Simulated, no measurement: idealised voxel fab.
Herein follows the process module entitled voxel plated lines.
It is cross-section cut that appears here, measuring 185 nm in width, its square cells being 5 nm in size.
Bands, listed from the top down, are how a cross-section gets written in this document; the cross-section itself is a grid of square cells, and a band is one or more rows of them.
The entry gives the band's vertical extent as a top height and a bottom height in nm, then its horizontal make-up as materials from left to right, each with a width in nm. "empty" stands for empty space; a single material marked "throughout" fills the band edge to edge.
The reference from which all heights are counted is 0, the level beneath which the as-received wafer is entirely one material; the lowest band, having no lower bound, proceeds downward and is written after the example "z 0 and below".
Per-row width for "30->40": begins at first number (top row of band), ends at second number (bottom row), increment between rows held constant.
"no alteration" means the step left every cell of the cross-section as it was.
Voids not open to the top, 8 cells minimum: see "Closed void register". Written width x height at distance; distance is from the left edge; nm.
Whatever follows a step's settings on its line is a remark the simulator itself makes about that step.
A step's line can hold "overlay nm"; with a mask on that step, the setting says how far right of the planned place the mask lay, while a negative setting says it lay to the left.

PLANNED PROCESS STEPS
1,RECEIVE [material Si]
2,CONFORMAL_DEP [material Al2O3] [thk nm 15]
3,DIRECTIONAL_DEP [material TiN] [thk nm 5]
4,PATTERN [tone open] [mask id LINES] [material resist] [width nm 20] [pitch nm 35] [thk nm 15] [overlay nm 0]
5,EPI [material Ru] [thk nm 5]
6,STRIP [etch materials resist]
7,DIRECTIONAL_ETCH [etch materials TiN] [depth nm 5]
8,CONFORMAL_DEP [material SiO2] [thk nm 5]

THE FIRST WAFER OF TWO, PROCESSED AS PLANNED

CROSS-SECTION OF THE INCOMING WAFER, STATE AFTER STEP 1
- z 0 and below: Si throughout
- Closed void register: none

UPON COMPLETION OF STEP 2, THE WAFER APPEARS IN CROSS-SECTION AS SHOWN
- z 15 to 0: Al2O3 throughout
- Nothing below the height 0 has changed.

UPON COMPLETION OF STEP 3, THE WAFER APPEARS IN CROSS-SECTION AS SHOWN
- z 20 to 15: TiN throughout
- Nothing below the height 15 has changed.

UPON COMPLETION OF STEP 4, THE WAFER APPEARS IN CROSS-SECTION AS SHOWN
- z 35 to 20: 45 of resist, 20 of empty, 15 of resist, 20 of empty, 15 of resist, 20 of empty, 50 of resist
- Nothing below the height 20 has changed.

UPON COMPLETION OF STEP 5, THE WAFER APPEARS IN CROSS-SECTION AS SHOWN
- z 35 to 25: 45 of resist, 20 of empty, 15 of resist, 20 of empty, 15 of resist, 20 of empty, 50 of resist
- z 25 to 20: 45 of resist, 20 of Ru, 15 of resist, 20 of Ru, 15 of resist, 20 of Ru, 50 of resist
- Nothing below the height 20 has changed.

UPON COMPLETION OF STEP 6, THE WAFER APPEARS IN CROSS-SECTION AS SHOWN
- z 25 to 20: 45 of empty, 20 of Ru, 15 of empty, 20 of Ru, 15 of empty, 20 of Ru, 50 of empty
- Nothing below the height 20 has changed.

UPON COMPLETION OF STEP 7, THE WAFER APPEARS IN CROSS-SECTION AS SHOWN
- z 25 to 20: 45 of empty, 20 of Ru, 15 of empty, 20 of Ru, 15 of empty, 20 of Ru, 50 of empty
- z 20 to 15: 45 of empty, 20 of TiN, 15 of empty, 20 of TiN, 15 of empty, 20 of TiN, 50 of empty
- Nothing below the height 15 has changed.

UPON COMPLETION OF STEP 8, THE WAFER APPEARS IN CROSS-SECTION AS SHOWN
- z 30 to 25: 40 of empty, 30 of SiO2, 5 of empty, 30 of SiO2, 5 of empty, 30 of SiO2, 45 of empty
- z 25 to 20: 40 of empty, 5 of SiO2, 20 of Ru, 5 of SiO2, 5 of empty, 5 of SiO2, 20 of Ru, 5 of SiO2, 5 of empty, 5 of SiO2, 20 of Ru, 5 of SiO2, 45 of empty
- z 20 to 15: 45 of SiO2, 20 of TiN, 15 of SiO2, 20 of TiN, 15 of SiO2, 20 of TiN, 50 of SiO2
- Nothing below the height 15 has changed.

IT IS TO BE NOTED THAT THE SECOND WAFER PROCEEDED FROM THE SAME INITIAL STATE AND ACCORDING TO THE SAME PLAN AS THE FIRST, ALTHOUGH ONE MISTAKE WAS COMMITTED IN ITS EXECUTION; THROUGH STEP 2, INCLUSIVE, THE TWO WAFERS SHARE AN IDENTICAL HISTORY

SECOND WAFER, CROSS-SECTION, PLANNED END OF STEP 3
- z 30 to 15: TiN throughout
- Nothing below the height 15 has changed.

SECOND WAFER, CROSS-SECTION, PLANNED END OF STEP 4
- z 45 to 30: 45 of resist, 20 of empty, 15 of resist, 20 of empty, 15 of resist, 20 of empty, 50 of resist
- Nothing below the height 30 has changed.

SECOND WAFER, CROSS-SECTION, PLANNED END OF STEP 5
- z 45 to 35: 45 of resist, 20 of empty, 15 of resist, 20 of empty, 15 of resist, 20 of empty, 50 of resist
- z 35 to 30: 45 of resist, 20 of Ru, 15 of resist, 20 of Ru, 15 of resist, 20 of Ru, 50 of resist
- Nothing below the height 30 has changed.

SECOND WAFER, CROSS-SECTION, PLANNED END OF STEP 6
- z 35 to 30: 45 of empty, 20 of Ru, 15 of empty, 20 of Ru, 15 of empty, 20 of Ru, 50 of empty
- Nothing below the height 30 has changed.

SECOND WAFER, CROSS-SECTION, PLANNED END OF STEP 7
- z 35 to 30: 45 of empty, 20 of Ru, 15 of empty, 20 of Ru, 15 of empty, 20 of Ru, 50 of empty
- z 30 to 25: 45 of empty, 20 of TiN, 15 of empty, 20 of TiN, 15 of empty, 20 of TiN, 50 of empty
- Nothing below the height 25 has changed.

SECOND WAFER, CROSS-SECTION, PLANNED END OF STEP 8
- z 40 to 35: 40 of empty, 30 of SiO2, 5 of empty, 30 of SiO2, 5 of empty, 30 of SiO2, 45 of empty
- z 35 to 30: 40 of empty, 5 of SiO2, 20 of Ru, 5 of SiO2, 5 of empty, 5 of SiO2, 20 of Ru, 5 of SiO2, 5 of empty, 5 of SiO2, 20 of Ru, 5 of SiO2, 45 of empty
- z 30 to 25: 45 of SiO2, 20 of TiN, 15 of SiO2, 20 of TiN, 15 of SiO2, 20 of TiN, 50 of SiO2
- Nothing below the height 25 has changed.
The plan and the run diverged here: step 3 ran differently from the plan; actual operation with settings: DIRECTIONAL_DEP [material TiN] [thk nm 15]
Final wafer comparison in cells, second versus first, more or fewer per material: TiN +74
